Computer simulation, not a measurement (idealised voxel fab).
The following is a process module called voxel self aligned vias.
Displayed cross-section: cut, width of 210 nm, square cells sized 5 nm.
Heads up, the way a cross-section reads in here is a grid of square cells, handed over as bands from the top down, with every band being one or more rows of cells. Band: top and bottom heights (nm) first, top before bottom; then materials from left to right, widths in nm. "throughout" marks a sole material filling the band edge to edge. "air" denotes empty space. Height 0 is the level under which the wafer as received is all one material. The lowest band goes on downwards, as in "0 -> down". The notation "30..40" denotes a width that varies across the rows of cells in the band, beginning at the first number in the top row, finishing at the second number in the bottom row, and changing by an identical amount from each row to the next. You'll sometimes find "no change occurred" written for a step, and that's the way of saying that nowhere in the cross-section did a cell change during that step. Under "Closed void catalog" you'll find the enclosed gaps, the ones with no way out to the top, that are 8 cells or bigger; each reads width x height at distance, with distance counted from the left edge, everything in nm. Formally, on a step line, whatever follows the settings is a remark that the simulator itself makes on the step. You can add "overlay nm" to a step's line. For a step with a mask, it describes how far the mask lay to the right of its planned position, and a negative number describes a lay to the left.

# These are the steps we planned for the process
step 1: RECEIVE, material Si
step 2: CONFORMAL_DEP, material SiO2, thk nm 10
step 3: CONFORMAL_DEP, material SiCN, thk nm 5
step 4: DIRECTIONAL_DEP, material SiO2, thk nm 25
step 5: DIRECTIONAL_DEP, material aC, thk nm 15
step 6: PATTERN, tone open, mask id LINES, material resist, width nm 20, pitch nm 65, thk nm 30, overlay nm 0
step 7: DIRECTIONAL_ETCH, etch materials aC, depth nm 15
step 8: STRIP, etch materials resist
step 9: DIRECTIONAL_ETCH, etch materials SiO2, depth nm 25
step 10: STRIP, etch materials aC
step 11: CONFORMAL_DEP, material TiN, thk nm 5
step 12: FILL_DEP, material Ru, thk nm 10
step 13: CMP, height nm 40
step 14: SELECTIVE_ETCH, etch materials W Ru TiN, depth nm 10
step 15: FILL_DEP, material SiN, thk nm 5
step 16: CMP, height nm 40
step 17: DIRECTIONAL_DEP, material SiO2, thk nm 20
step 18: MASKED_ETCH, tone open, mask id VIAS, width nm 40, pitch nm 130, etch materials SiO2, depth nm 20, overlay nm 0
step 19: MASKED_ETCH, tone open, mask id VIAS, width nm 40, pitch nm 130, etch materials SiN, depth nm 10, overlay nm 0
step 20: CONFORMAL_DEP, material TiN, thk nm 5
step 21: FILL_DEP, material Cu, thk nm 10
step 22: CMP, height nm 60
step 23: CONFORMAL_DEP, material SiCN, thk nm 5

# First wafer out of two, processed as planned

# The cross-section here shows the wafer as received, i.e. in its state after step 1
> 0 -> down  Si throughout
> Closed void catalog: none

# Wafer section view after processing step 2
> 10 -> 0  SiO2 throughout
> Below 0, the layers are the same as they were.

# Wafer section view after processing step 3
> 15 -> 10  SiCN throughout
> Below 10, the layers are the same as they were.

# Wafer section view after processing step 4
> 40 -> 15  SiO2 throughout
> Below 15, the layers are the same as they were.

# Wafer section view after processing step 5
> 55 -> 40  aC throughout
> Below 40, the layers are the same as they were.

# Wafer section view after processing step 6
> 85 -> 55  resist: 30 | air: 20 | resist: 45 | air: 20 | resist: 45 | air: 20 | resist: 30
> Below 55, the layers are the same as they were.

# Wafer section view after processing step 7
> 70 -> 55  resist: 30 | air: 20 | resist: 45 | air: 20 | resist: 45 | air: 20 | resist: 30
> 55 -> 40  aC: 30 | air: 20 | aC: 45 | air: 20 | aC: 45 | air: 20 | aC: 30
> Below 40, the layers are the same as they were.

# Wafer section view after processing step 8
> 55 -> 40  aC: 30 | air: 20 | aC: 45 | air: 20 | aC: 45 | air: 20 | aC: 30
> Below 40, the layers are the same as they were.

# Wafer section view after processing step 9
> 55 -> 40  aC: 30 | air: 20 | aC: 45 | air: 20 | aC: 45 | air: 20 | aC: 30
> 40 -> 15  SiO2: 30 | air: 20 | SiO2: 45 | air: 20 | SiO2: 45 | air: 20 | SiO2: 30
> Below 15, the layers are the same as they were.

# Wafer section view after processing step 10
> 40 -> 15  SiO2: 30 | air: 20 | SiO2: 45 | air: 20 | SiO2: 45 | air: 20 | SiO2: 30
> Below 15, the layers are the same as they were.

# Wafer section view after processing step 11
> 45 -> 40  TiN: 35 | air: 10 | TiN: 55 | air: 10 | TiN: 55 | air: 10 | TiN: 35
> 40 -> 20  SiO2: 30 | TiN: 5 | air: 10 | TiN: 5 | SiO2: 45 | TiN: 5 | air: 10 | TiN: 5 | SiO2: 45 | TiN: 5 | air: 10 | TiN: 5 | SiO2: 30
> 20 -> 15  SiO2: 30 | TiN: 20 | SiO2: 45 | TiN: 20 | SiO2: 45 | TiN: 20 | SiO2: 30
> Below 15, the layers are the same as they were.

# Wafer section view after processing step 12
> 55 -> 45  Ru throughout
> 45 -> 40  TiN: 35 | Ru: 10 | TiN: 55 | Ru: 10 | TiN: 55 | Ru: 10 | TiN: 35
> 40 -> 20  SiO2: 30 | TiN: 5 | Ru: 10 | TiN: 5 | SiO2: 45 | TiN: 5 | Ru: 10 | TiN: 5 | SiO2: 45 | TiN: 5 | Ru: 10 | TiN: 5 | SiO2: 30
> Below 20, the layers are the same as they were.

# Wafer section view after processing step 13
> 40 -> 20  SiO2: 30 | TiN: 5 | Ru: 10 | TiN: 5 | SiO2: 45 | TiN: 5 | Ru: 10 | TiN: 5 | SiO2: 45 | TiN: 5 | Ru: 10 | TiN: 5 | SiO2: 30
> Below 20, the layers are the same as they were.

# Wafer section view after processing step 14
> 40 -> 30  SiO2: 30 | air: 20 | SiO2: 45 | air: 20 | SiO2: 45 | air: 20 | SiO2: 30
> Below 30, the layers are the same as they were.

# Wafer section view after processing step 15
> 45 -> 40  SiN throughout
> 40 -> 30  SiO2: 30 | SiN: 20 | SiO2: 45 | SiN: 20 | SiO2: 45 | SiN: 20 | SiO2: 30
> Below 30, the layers are the same as they were.

# Wafer section view after processing step 16
> 40 -> 30  SiO2: 30 | SiN: 20 | SiO2: 45 | SiN: 20 | SiO2: 45 | SiN: 20 | SiO2: 30
> Below 30, the layers are the same as they were.

# Wafer section view after processing step 17
> 60 -> 40  SiO2 throughout
> Below 40, the layers are the same as they were.

# Wafer section view after processing step 18
> 60 -> 40  SiO2: 20 | air: 40 | SiO2: 90 | air: 40 | SiO2: 20
> Below 40, the layers are the same as they were.

# Wafer section view after processing step 19
> 60 -> 40  SiO2: 20 | air: 40 | SiO2: 90 | air: 40 | SiO2: 20
> 40 -> 30  SiO2: 30 | air: 20 | SiO2: 45 | SiN: 20 | SiO2: 45 | air: 20 | SiO2: 30
> Below 30, the layers are the same as they were.

# Wafer section view after processing step 20
> 65 -> 60  TiN: 25 | air: 30 | TiN: 100 | air: 30 | TiN: 25
> 60 -> 45  SiO2: 20 | TiN: 5 | air: 30 | TiN: 5 | SiO2: 90 | TiN: 5 | air: 30 | TiN: 5 | SiO2: 20
> 45 -> 40  SiO2: 20 | TiN: 15 | air: 10 | TiN: 15 | SiO2: 90 | TiN: 15 | air: 10 | TiN: 15 | SiO2: 20
> 40 -> 35  SiO2: 30 | TiN: 5 | air: 10 | TiN: 5 | SiO2: 45 | SiN: 20 | SiO2: 45 | TiN: 5 | air: 10 | TiN: 5 | SiO2: 30
> 35 -> 30  SiO2: 30 | TiN: 20 | SiO2: 45 | SiN: 20 | SiO2: 45 | TiN: 20 | SiO2: 30
> Below 30, the layers are the same as they were.

# Wafer section view after processing step 21
> 75 -> 65  Cu throughout
> 65 -> 60  TiN: 25 | Cu: 30 | TiN: 100 | Cu: 30 | TiN: 25
> 60 -> 45  SiO2: 20 | TiN: 5 | Cu: 30 | TiN: 5 | SiO2: 90 | TiN: 5 | Cu: 30 | TiN: 5 | SiO2: 20
> 45 -> 40  SiO2: 20 | TiN: 15 | Cu: 10 | TiN: 15 | SiO2: 90 | TiN: 15 | Cu: 10 | TiN: 15 | SiO2: 20
> 40 -> 35  SiO2: 30 | TiN: 5 | Cu: 10 | TiN: 5 | SiO2: 45 | SiN: 20 | SiO2: 45 | TiN: 5 | Cu: 10 | TiN: 5 | SiO2: 30
> Below 35, the layers are the same as they were.

# Wafer section view after processing step 22
> 60 -> 45  SiO2: 20 | TiN: 5 | Cu: 30 | TiN: 5 | SiO2: 90 | TiN: 5 | Cu: 30 | TiN: 5 | SiO2: 20
> Below 45, the layers are the same as they were.

# Wafer section view after processing step 23
> 65 -> 60  SiCN throughout
> Below 60, the layers are the same as they were.

# For the second wafer, take the first wafer's start and plan, then add one mistake made in running it; everything through step 17, that step included, is shared with the first

# The second wafer cut through, at the time step 18 was supposed to be finished
> 60 -> 40  SiO2: 20 | air: 40 | SiO2: 90 | air: 40 | SiO2: 20
> 40 -> 30  SiO2: 20 | air: 10 | SiN: 20 | air: 10 | SiO2: 35 | SiN: 20 | SiO2: 35 | air: 10 | SiN: 20 | air: 10 | SiO2: 20
> 30 -> 20  SiO2: 20 | air: 10 | TiN: 5 | Ru: 10 | TiN: 5 | air: 10 | SiO2: 35 | TiN: 5 | Ru: 10 | TiN: 5 | SiO2: 35 | air: 10 | TiN: 5 | Ru: 10 | TiN: 5 | air: 10 | SiO2: 20
> Below 20, the layers are the same as they were.

# The second wafer cut through, at the time step 19 was supposed to be finished
> 60 -> 40  SiO2: 20 | air: 40 | SiO2: 90 | air: 40 | SiO2: 20
> 40 -> 30  SiO2: 20 | air: 40 | SiO2: 35 | SiN: 20 | SiO2: 35 | air: 40 | SiO2: 20
> Below 30, the layers are the same as they were.

# The second wafer cut through, at the time step 20 was supposed to be finished
> 65 -> 60  TiN: 25 | air: 30 | TiN: 100 | air: 30 | TiN: 25
> 60 -> 40  SiO2: 20 | TiN: 5 | air: 30 | TiN: 5 | SiO2: 90 | TiN: 5 | air: 30 | TiN: 5 | SiO2: 20
> 40 -> 35  SiO2: 20 | TiN: 5 | air: 30 | TiN: 5 | SiO2: 35 | SiN: 20 | SiO2: 35 | TiN: 5 | air: 30 | TiN: 5 | SiO2: 20
> 35 -> 30  SiO2: 20 | TiN: 40 | SiO2: 35 | SiN: 20 | SiO2: 35 | TiN: 40 | SiO2: 20
> 30 -> 20  SiO2: 20 | TiN: 15 | Ru: 10 | TiN: 15 | SiO2: 35 | TiN: 5 | Ru: 10 | TiN: 5 | SiO2: 35 | TiN: 15 | Ru: 10 | TiN: 15 | SiO2: 20
> Below 20, the layers are the same as they were.

# The second wafer cut through, at the time step 21 was supposed to be finished
> 75 -> 65  Cu throughout
> 65 -> 60  TiN: 25 | Cu: 30 | TiN: 100 | Cu: 30 | TiN: 25
> 60 -> 40  SiO2: 20 | TiN: 5 | Cu: 30 | TiN: 5 | SiO2: 90 | TiN: 5 | Cu: 30 | TiN: 5 | SiO2: 20
> 40 -> 35  SiO2: 20 | TiN: 5 | Cu: 30 | TiN: 5 | SiO2: 35 | SiN: 20 | SiO2: 35 | TiN: 5 | Cu: 30 | TiN: 5 | SiO2: 20
> Below 35, the layers are the same as they were.

# The second wafer cut through, at the time step 22 was supposed to be finished
> 60 -> 40  SiO2: 20 | TiN: 5 | Cu: 30 | TiN: 5 | SiO2: 90 | TiN: 5 | Cu: 30 | TiN: 5 | SiO2: 20
> Below 40, the layers are the same as they were.

# The second wafer cut through, at the time step 23 was supposed to be finished
> 65 -> 60  SiCN throughout
> Below 60, the layers are the same as they were.
Nonconformance to the process plan: step 18 of the plan was executed twice over
Upon completion, the second wafer contains, in terms of cells, a greater or smaller amount of certain materials than the first wafer: +16 Cu; -32 SiO2; +16 TiN
